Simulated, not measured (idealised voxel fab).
process module | voxel released beams
cross-section cut | 260 nm wide | cells 5 nm
A cross-section is a grid of square cells, given in bands from the top down. A band is one or more rows of cells.
Each band's line starts with the height of the band's top and of its bottom, in nm. Then come its materials from left to right, each with its width in nm. One material with "throughout" fills the band from edge to edge. "air" is empty space.
Height 0 is the level under which the wafer as received is all one material. The lowest band goes on downwards, as in "0 down".
A width such as "30 to 40" changes by the same amount from each row of cells to the next, from the band's top row to its bottom row.
"no change" after a step means that no cell of the cross-section changed.
closed voids: empty space of 8 cells or more with no open way to the top, each as width x height at its distance from the left edge, in nm
after a step's settings: what the simulator itself notes on the step
overlay nm, on a step with a mask: how far to the right of its planned place the mask lay; to the left if negative
plan
1 op RECEIVE | material Si
2 op CONFORMAL_DEP | material SiN | thk nm 10
3 op DIRECTIONAL_DEP | material SiO2 | thk nm 10
4 op MASKED_ETCH | tone open | mask id ANCHOR | width nm 40 | etch materials SiO2 | depth nm 10 | overlay nm 0
5 op CONFORMAL_DEP | material TiN | thk nm 15
6 op DIRECTIONAL_DEP | material aC | thk nm 15
7 op PATTERN | tone cover | mask id BEAM | material resist | width nm 110 | thk nm 30 | overlay nm 0
8 op DIRECTIONAL_ETCH | etch materials aC | depth nm 15
9 op STRIP | etch materials resist
10 op DIRECTIONAL_ETCH | etch materials TiN | depth nm 15
11 op STRIP | etch materials aC
12 op STRIP | etch materials SiO2
as received, after step 1
  0 down: Si throughout
  closed voids: none
a wafer at the end: this start, this plan, one mistake
  35 to 25: air 70 | TiN 60 | air 130
  25 to 20: air 70 | TiN 110 | air 80
  20 to 10: air 60 | TiN 15 | SiO2 40 | TiN 65 | air 80
  10 to 0: SiN throughout
  0 down: Si throughout
  closed voids: none
what went wrong: step 4 ran as: op MASKED_ETCH | tone cover | mask id ANCHOR | width nm 40 | etch materials SiO2 | depth nm 10 | overlay nm 0
